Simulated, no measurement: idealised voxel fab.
Name of the process module below: voxel tone inversion
Cross-section cut: width 255 nm, square cells of 5 nm.
We lay out every cross-section as a grid of square cells and spell it out in bands from the top down, where one band means one or more rows of cells. In this notation a band is specified by the heights of its top and bottom, in that order and in nm, after which its materials appear from left to right, each paired with its width in nm. The word "throughout" attached to a single material means that material fills the band from edge to edge; the word "air" stands for empty space. Heights from 0 (as-received wafer is one material below). Bottom band endless downward, as "z 0 and below". Quick explanation for "30 to 40": the width changes in equal steps down the rows of cells, from the first number in the band's top row to the second number in its bottom row. Reading "everything unchanged" for a step: not a cell of the cross-section changed in it. Entry "Sealed internal cavities". Content: empty spaces with no open connection to the top, size 8 cells or greater. Each: width x height at distance. Distance: from left edge. Unit: nm. On each step's line, the part that comes after the settings is the simulator's own comment on the step. overlay nm: where the mask lay relative to plan, measured to the right, on steps with a mask; negatives go left.

### Process steps foreseen in the plan
1. RECEIVE, material Si
2. CONFORMAL_DEP, material SiN, thk nm 5
3. DIRECTIONAL_DEP, material aC, thk nm 25
4. PATTERN, tone cover, mask id POSTS, material resist, width nm 15, pitch nm 35, thk nm 35, overlay nm 0
5. DIRECTIONAL_ETCH, etch materials aC, depth nm 25
6. STRIP, etch materials resist
7. FILL_DEP, material lowk, thk nm 10
8. CMP, height nm 30
9. STRIP, etch materials aC
10. CONFORMAL_DEP, material TiN, thk nm 5
11. FILL_DEP, material Cu, thk nm 10
12. CMP, height nm 30
13. CONFORMAL_DEP, material SiN, thk nm 5

### As-received state of the wafer in cross-section, equivalent to post-step 1
    z 0 and below: Si throughout
    Sealed internal cavities: none

### Module complete - cross-section of the first of two wafers, run according to plan
    z 35 to 30: SiN throughout
    z 30 to 10: lowk=100, TiN=5, Cu=5, TiN=5, lowk=20, TiN=5, Cu=5, TiN=5, lowk=105
    z 10 to 5: lowk=100, TiN=15, lowk=20, TiN=15, lowk=105
    z 5 to 0: SiN throughout
    z 0 and below: Si throughout
    Sealed internal cavities: none

### Second wafer through the module, sectioned at the end: same beginning and same plan as the first wafer, with one mistake in carrying it out
    z 35 to 30: SiN throughout
    z 30 to 10: Cu=95, TiN=5, lowk=15, TiN=5, Cu=10, TiN=5, lowk=15, TiN=5, Cu=100
    z 10 to 5: TiN=100, lowk=15, TiN=20, lowk=15, TiN=105
    z 5 to 0: SiN throughout
    z 0 and below: Si throughout
    Sealed internal cavities: none
Run error: heads up, step 4 didn't go per plan, it actually ran as PATTERN, tone open, mask id POSTS, material resist, width nm 15, pitch nm 35, thk nm 35, overlay nm 0
Final comparison by cell count, materials where the second wafer has more or fewer than the first: Cu: 156 more | TiN: 39 more | lowk: 195 fewer
